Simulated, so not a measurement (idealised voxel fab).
Name of the process module below: voxel trench capacitor
Shown is cross-section cut, with a width of 245 nm and square cells of size 5 nm.
A cross-section in this document is a grid of square cells, and it is written down as bands, the top band listed before the ones below it; a band is made up of one or more rows of cells. Basically the band line says how high the top is and how high the bottom is, in nm, and then what's in it from left to right, every material with its width in nm. Empty space shows up as "blank", and if a single material carries "full width" it runs the full band edge to edge. Height reference: 0 = level under which incoming wafer is all one material. Lowest band: no bottom, runs on downward, e.g. "z 0 and below". So if you see something like "30..40" for the width, read it as the top row of the band sitting at the first number and the bottom row at the second, with every row in between moving by the same amount as the last. It should be understood that the words "nothing altered", when stated for a given step, signify that the cross-section underwent no change in any of its cells during that step. Heads up: "Voids lacking openings" only lists the empty pockets with no open path to the top that are 8 cells or more, and it writes them as width x height at distance, distance from the left edge, in nm. Read whatever lies past the settings on a step's line as the simulator's own remark about the step. What "overlay nm" on a step's line means: if the step has a mask, that mask lay this far to the right of its planned place, or, when the value is negative, to the left.

PROCESS STEPS - PLAN
1: RECEIVE: material Si
2: CONFORMAL_DEP: material SiN, thk nm 10
3: DIRECTIONAL_DEP: material aC, thk nm 15
4: PATTERN: tone open, mask id TRENCH, material resist, width nm 20, pitch nm 40, thk nm 35, overlay nm 0
5: DIRECTIONAL_ETCH: etch materials aC, depth nm 5
6: STRIP: etch materials resist
7: DIRECTIONAL_ETCH: etch materials SiN, depth nm 10
8: DIRECTIONAL_ETCH: etch materials Si, depth nm 30
9: STRIP: etch materials aC
10: CONFORMAL_DEP: material Al2O3, thk nm 5
11: FILL_DEP: material polySi, thk nm 10
12: CMP: height nm 10
Heads up: all these wafers start the same, and what changes between them is the depth nm in step 5. The value you see in the plan is just what the first wafer got.

THE AS-RECEIVED CROSS-SECTION OF THE FIRST OF SEVERAL WAFERS CORRESPONDS TO THE STATE AFTER STEP 1
- z 0 and below: Si full width
- Voids lacking openings: none

SHOWN IN CROSS-SECTION: THE FIRST OF SEVERAL WAFERS AT THE END OF THE MODULE, AFTER ITS LAST STEP, STEP 12
- z 10 to 0: SiN full width
- z 0 and below: Si full width
- Voids lacking openings: none

A CROSS-SECTION THROUGH THE LAST WAFER AT THE CLOSE OF THE MODULE
- z 10 to 0: SiN=90 | Al2O3=5 | polySi=10 | Al2O3=5 | SiN=20 | Al2O3=5 | polySi=10 | Al2O3=5 | SiN=95
- z 0 to -25: Si=90 | Al2O3=5 | polySi=10 | Al2O3=5 | Si=20 | Al2O3=5 | polySi=10 | Al2O3=5 | Si=95
- z -25 to -30: Si=90 | Al2O3=20 | Si=20 | Al2O3=20 | Si=95
- z -30 and below: Si full width
- Voids lacking openings: none

WHAT FOLLOWS IS A TABLE IN WHICH EACH WAFER OCCUPIES A ROW; FOR THE WAFER AS IT STANDS AT THE CLOSE OF THE MODULE, THE ROW STATES, MATERIAL BY MATERIAL, HOW MANY CELLS HAVE BEEN GAINED (+) OR LOST (-) SINCE RECEIPT, AND THEN GIVES ITS CLOSED VOIDS
depth nm 5; +98 SiN; Voids lacking openings: none
depth nm 10; +98 SiN; Voids lacking openings: none
depth nm 15; +36 Al2O3; -48 Si; +82 SiN; +28 polySi; Voids lacking openings: none
depth nm 20; +36 Al2O3; -48 Si; +82 SiN; +28 polySi; Voids lacking openings: none
depth nm 25; +36 Al2O3; -48 Si; +82 SiN; +28 polySi; Voids lacking openings: none
depth nm 30; +36 Al2O3; -48 Si; +82 SiN; +28 polySi; Voids lacking openings: none
